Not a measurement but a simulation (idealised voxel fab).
process module | voxel self aligned vias
cross-section cut | 250 nm wide | cells 5 nm
A cross-section is a grid of square cells, given in bands from the top down. A band is one or more rows of cells.
Each band's line starts with the height of the band's top and of its bottom, in nm. Then come its materials from left to right, each with its width in nm. One material with "throughout" fills the band from edge to edge. "air" is empty space.
Height 0 is the level under which the wafer as received is all one material. The lowest band goes on downwards, as in "0 down".
A width such as "30 to 40" changes by the same amount from each row of cells to the next, from the band's top row to its bottom row.
"no change" after a step means that no cell of the cross-section changed.
closed voids: empty space of 8 cells or more with no open way to the top, each as width x height at its distance from the left edge, in nm
after a step's settings: what the simulator itself notes on the step
overlay nm, on a step with a mask: how far to the right of its planned place the mask lay; to the left if negative
plan
1 op RECEIVE | material Si
2 op CONFORMAL_DEP | material SiO2 | thk nm 15
3 op CONFORMAL_DEP | material SiCN | thk nm 5
4 op DIRECTIONAL_DEP | material SiO2 | thk nm 30
5 op PATTERN | tone open | mask id LINES | material resist | width nm 30 | pitch nm 65 | thk nm 15 | overlay nm 0
6 op DIRECTIONAL_ETCH | etch materials SiO2 | depth nm 30
7 op STRIP | etch materials resist
8 op CONFORMAL_DEP | material TiN | thk nm 5
9 op FILL_DEP | material Ru | thk nm 5
10 op CMP | height nm 50
11 op SELECTIVE_ETCH | etch materials W Ru TiN | depth nm 5
12 op FILL_DEP | material SiN | thk nm 10
13 op CMP | height nm 50
14 op DIRECTIONAL_DEP | material SiO2 | thk nm 15
15 op MASKED_ETCH | tone open | mask id VIAS | width nm 50 | pitch nm 65 | etch materials SiO2 | depth nm 15 | overlay nm 0
16 op MASKED_ETCH | tone open | mask id VIAS | width nm 50 | pitch nm 65 | etch materials SiN | depth nm 5 | overlay nm 0
17 op CONFORMAL_DEP | material TiN | thk nm 5
18 op FILL_DEP | material W | thk nm 10
19 op CMP | height nm 65
20 op CONFORMAL_DEP | material SiN | thk nm 5
as received, after step 1
  0 down: Si throughout
  closed voids: none
a wafer at the end: this start, this plan, one mistake
  70 to 65: SiN throughout
  65 to 55: SiO2 65 | TiN 5 | W 40 | TiN 5 | SiO2 15 | TiN 5 | W 40 | TiN 5 | SiO2 70
  55 to 50: SiO2 65 | TiN 15 | W 25 | TiN 10 | SiO2 15 | TiN 15 | W 25 | TiN 10 | SiO2 70
  50 to 45: SiO2 75 | TiN 35 | SiO2 30 | TiN 35 | SiO2 75
  45 to 25: SiO2 75 | TiN 5 | Ru 25 | TiN 5 | SiO2 30 | TiN 5 | Ru 25 | TiN 5 | SiO2 75
  25 to 20: SiO2 75 | TiN 35 | SiO2 30 | TiN 35 | SiO2 75
  20 to 15: SiCN throughout
  15 to 0: SiO2 throughout
  0 down: Si throughout
  closed voids: none
what went wrong: step 5 ran as: op PATTERN | tone open | mask id LINES | material resist | width nm 35 | pitch nm 65 | thk nm 15 | overlay nm 0
